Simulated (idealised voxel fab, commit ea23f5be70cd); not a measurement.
This is a process module. Its name is voxel transistor to metal.
Each square cell in cross-section cut measures 5 nm, and the section as a whole is 200 nm wide.
Just so we're on the same page, the cross-sections are grids of square cells, and they're listed out in bands top to bottom, each band one or more rows deep. Band: top height; bottom height; in nm. Then, left to right: material with width in nm, for each material. "throughout": a single material spanning edge to edge. "air": empty space. The reference from which all heights are counted is 0, the level beneath which the as-received wafer is entirely one material; the lowest band, having no lower bound, proceeds downward and is written after the example "0 and below". The width entry "30..40" should be interpreted row by row: the top row of cells in the band takes the first number, the bottom row takes the second number, and the change between adjacent rows is uniform throughout. Step note "nothing changed" = no cross-section cell changed. The entry "Enclosed void inventory" lists the empty spaces that cover at least 8 cells and have no open path to the top. Each is written as width x height at distance, where the distance is measured from the left edge and all three values are in nm. after a step's settings: what the simulator itself notes on the step. "overlay nm", when on a step's line for a step with a mask, measures how far to the right of its planned place the mask lay; a negative measure means to the left.

Process steps (planned):
1. RECEIVE, material Si
2. OXIDIZE, depth nm 5
3. CONFORMAL_DEP, material SiN, thk nm 15
4. MASKED_ETCH, tone cover, mask id ACTIVE, width nm 110, etch materials SiN, depth nm 15, overlay nm 0
5. MASKED_ETCH, tone cover, mask id ACTIVE, width nm 110, etch materials SiO2, depth nm 5, overlay nm 0
6. MASKED_ETCH, tone cover, mask id ACTIVE, width nm 110, etch materials Si, depth nm 25, overlay nm 0
7. FILL_DEP, material SiO2, thk nm 5
8. CMP, height nm 15
9. SELECTIVE_ETCH, etch materials SiO2, depth nm 10
10. STRIP, etch materials SiN
11. SELECTIVE_ETCH, etch materials SiO2, depth nm 5
12. OXIDIZE, depth nm 5
13. DIRECTIONAL_DEP, material polySi, thk nm 20
14. DIRECTIONAL_DEP, material SiCN, thk nm 15
15. MASKED_ETCH, tone cover, mask id GATE, width nm 30, etch materials SiCN, depth nm 25, overlay nm 0
16. MASKED_ETCH, tone cover, mask id GATE, width nm 30, etch materials polySi, depth nm 30, overlay nm 0
17. CONFORMAL_DEP, material SiN, thk nm 10
18. DIRECTIONAL_ETCH, etch materials SiN, depth nm 10
19. DIRECTIONAL_ETCH, etch materials SiO2, depth nm 5
20. DIRECTIONAL_ETCH, etch materials Si, depth nm 10
21. EPI, material SiGe, thk nm 10
22. FILL_DEP, material SiO2, thk nm 10
23. CMP, height nm 15
24. STRIP, etch materials polySi
25. SELECTIVE_ETCH, etch materials SiO2, depth nm 5
26. CONFORMAL_DEP, material HfO2, thk nm 5
27. CONFORMAL_DEP, material TiN, thk nm 5
28. FILL_DEP, material W, thk nm 10
29. CMP, height nm 10
30. DIRECTIONAL_DEP, material SiO2, thk nm 15
31. MASKED_ETCH, tone open, mask id CONTACT, width nm 20, pitch nm 80, etch materials SiO2, depth nm 35, overlay nm 0
32. CONFORMAL_DEP, material TiN, thk nm 5
33. FILL_DEP, material W, thk nm 5
34. CMP, height nm 25
35. DIRECTIONAL_DEP, material TiN, thk nm 5
36. DIRECTIONAL_DEP, material W, thk nm 20
37. DIRECTIONAL_DEP, material aC, thk nm 10
38. PATTERN, tone cover, mask id METAL_1, material resist, width nm 20, pitch nm 80, thk nm 25, overlay nm 0
39. DIRECTIONAL_ETCH, etch materials aC, depth nm 10
40. STRIP, etch materials resist
41. DIRECTIONAL_ETCH, etch materials W, depth nm 10
42. DIRECTIONAL_ETCH, etch materials TiN, depth nm 5
43. STRIP, etch materials aC
44. CONFORMAL_DEP, material SiN, thk nm 5
45. FILL_DEP, material SiO2, thk nm 10
46. CMP, height nm 50
47. CONFORMAL_DEP, material SiN, thk nm 5
It is noted that the wafers described herein are identical at the outset and are distinguished by the depth nm of step 41; the value stated in the plan corresponds to the first wafer.

As received, i.e. after step 1: cross-section through the first of several wafers:
- 0 and below  Si throughout
- Enclosed void inventory: none

Depicted here is the first of several wafers in cross-section, at module completion following the last step, step 47:
- 55 down to 50  SiN throughout
- 50 down to 45  SiO2 45 nm  SiN 5 nm  W 20 nm  SiN 5 nm  SiO2 50 nm  SiN 5 nm  W 20 nm  SiN 5 nm  SiO2 45 nm
- 45 down to 40  SiN 50 nm  W 20 nm  SiN 60 nm  W 20 nm  SiN 50 nm
- 40 down to 30  W throughout
- 30 down to 25  TiN throughout
- 25 down to 10  SiO2 50 nm  TiN 5 nm  W 10 nm  TiN 5 nm  SiO2 60 nm  TiN 5 nm  W 10 nm  TiN 5 nm  SiO2 50 nm
- 10 down to 5  SiO2 50 nm  TiN 5 nm  W 10 nm  TiN 5 nm  SiO2 5 nm  SiN 10 nm  HfO2 5 nm  TiN 5 nm  W 10 nm  TiN 5 nm  HfO2 5 nm  SiN 10 nm  SiO2 5 nm  TiN 5 nm  W 10 nm  TiN 5 nm  SiO2 50 nm
- 5 down to 0  SiO2 50 nm  TiN 20 nm  SiO2 5 nm  SiN 10 nm  HfO2 5 nm  TiN 5 nm  W 10 nm  TiN 5 nm  HfO2 5 nm  SiN 10 nm  SiO2 5 nm  TiN 20 nm  SiO2 50 nm
- 0 down to -5  SiO2 40 nm  SiN 10 nm  SiGe 10 nm  TiN 5 nm  SiGe 10 nm  SiN 10 nm  HfO2 5 nm  TiN 20 nm  HfO2 5 nm  SiN 10 nm  SiGe 10 nm  TiN 5 nm  SiGe 10 nm  SiN 10 nm  SiO2 40 nm
- -5 down to -10  SiO2 50 nm  SiGe 10 nm  TiN 5 nm  SiGe 10 nm  SiO2 5 nm  HfO2 40 nm  SiO2 5 nm  SiGe 10 nm  TiN 5 nm  SiGe 10 nm  SiO2 50 nm
- -10 down to -20  SiO2 45 nm  Si 5 nm  SiGe 25 nm  Si 50 nm  SiGe 25 nm  Si 5 nm  SiO2 45 nm
- -20 down to -30  SiO2 45 nm  Si 110 nm  SiO2 45 nm
- -30 and below  Si throughout
- Enclosed void inventory: none

Last wafer x-sec, end of module:
- 55 down to 50  SiN throughout
- 50 down to 30  SiO2 45 nm  SiN 5 nm  W 20 nm  SiN 5 nm  SiO2 50 nm  SiN 5 nm  W 20 nm  SiN 5 nm  SiO2 45 nm
- 30 down to 25  SiN 50 nm  TiN 20 nm  SiN 60 nm  TiN 20 nm  SiN 50 nm
- 25 down to 10  SiO2 50 nm  TiN 5 nm  W 10 nm  TiN 5 nm  SiO2 60 nm  TiN 5 nm  W 10 nm  TiN 5 nm  SiO2 50 nm
- 10 down to 5  SiO2 50 nm  TiN 5 nm  W 10 nm  TiN 5 nm  SiO2 5 nm  SiN 10 nm  HfO2 5 nm  TiN 5 nm  W 10 nm  TiN 5 nm  HfO2 5 nm  SiN 10 nm  SiO2 5 nm  TiN 5 nm  W 10 nm  TiN 5 nm  SiO2 50 nm
- 5 down to 0  SiO2 50 nm  TiN 20 nm  SiO2 5 nm  SiN 10 nm  HfO2 5 nm  TiN 5 nm  W 10 nm  TiN 5 nm  HfO2 5 nm  SiN 10 nm  SiO2 5 nm  TiN 20 nm  SiO2 50 nm
- 0 down to -5  SiO2 40 nm  SiN 10 nm  SiGe 10 nm  TiN 5 nm  SiGe 10 nm  SiN 10 nm  HfO2 5 nm  TiN 20 nm  HfO2 5 nm  SiN 10 nm  SiGe 10 nm  TiN 5 nm  SiGe 10 nm  SiN 10 nm  SiO2 40 nm
- -5 down to -10  SiO2 50 nm  SiGe 10 nm  TiN 5 nm  SiGe 10 nm  SiO2 5 nm  HfO2 40 nm  SiO2 5 nm  SiGe 10 nm  TiN 5 nm  SiGe 10 nm  SiO2 50 nm
- -10 down to -20  SiO2 45 nm  Si 5 nm  SiGe 25 nm  Si 50 nm  SiGe 25 nm  Si 5 nm  SiO2 45 nm
- -20 down to -30  SiO2 45 nm  Si 110 nm  SiO2 45 nm
- -30 and below  Si throughout
- Enclosed void inventory: none

Here is how to read the rows: every wafer has a row, and it shows the wafer at the end of the module, giving for each material how many cells were gained (+) or lost (-) since the wafer was received, then listing its closed voids:
depth nm 10, +14 HfO2, -172 Si, +36 SiGe, +92 SiN, +278 SiO2, +76 TiN, +116 W, Enclosed void inventory: none
depth nm 15, +14 HfO2, -172 Si, +36 SiGe, +96 SiN, +306 SiO2, +76 TiN, +84 W, Enclosed void inventory: none
depth nm 20, +14 HfO2, -172 Si, +36 SiGe, +104 SiN, +362 SiO2, +44 TiN, +52 W, Enclosed void inventory: none
depth nm 25, +14 HfO2, -172 Si, +36 SiGe, +104 SiN, +362 SiO2, +44 TiN, +52 W, Enclosed void inventory: none
depth nm 30, +14 HfO2, -172 Si, +36 SiGe, +104 SiN, +362 SiO2, +44 TiN, +52 W, Enclosed void inventory: none
depth nm 35, +14 HfO2, -172 Si, +36 SiGe, +104 SiN, +362 SiO2, +44 TiN, +52 W, Enclosed void inventory: none
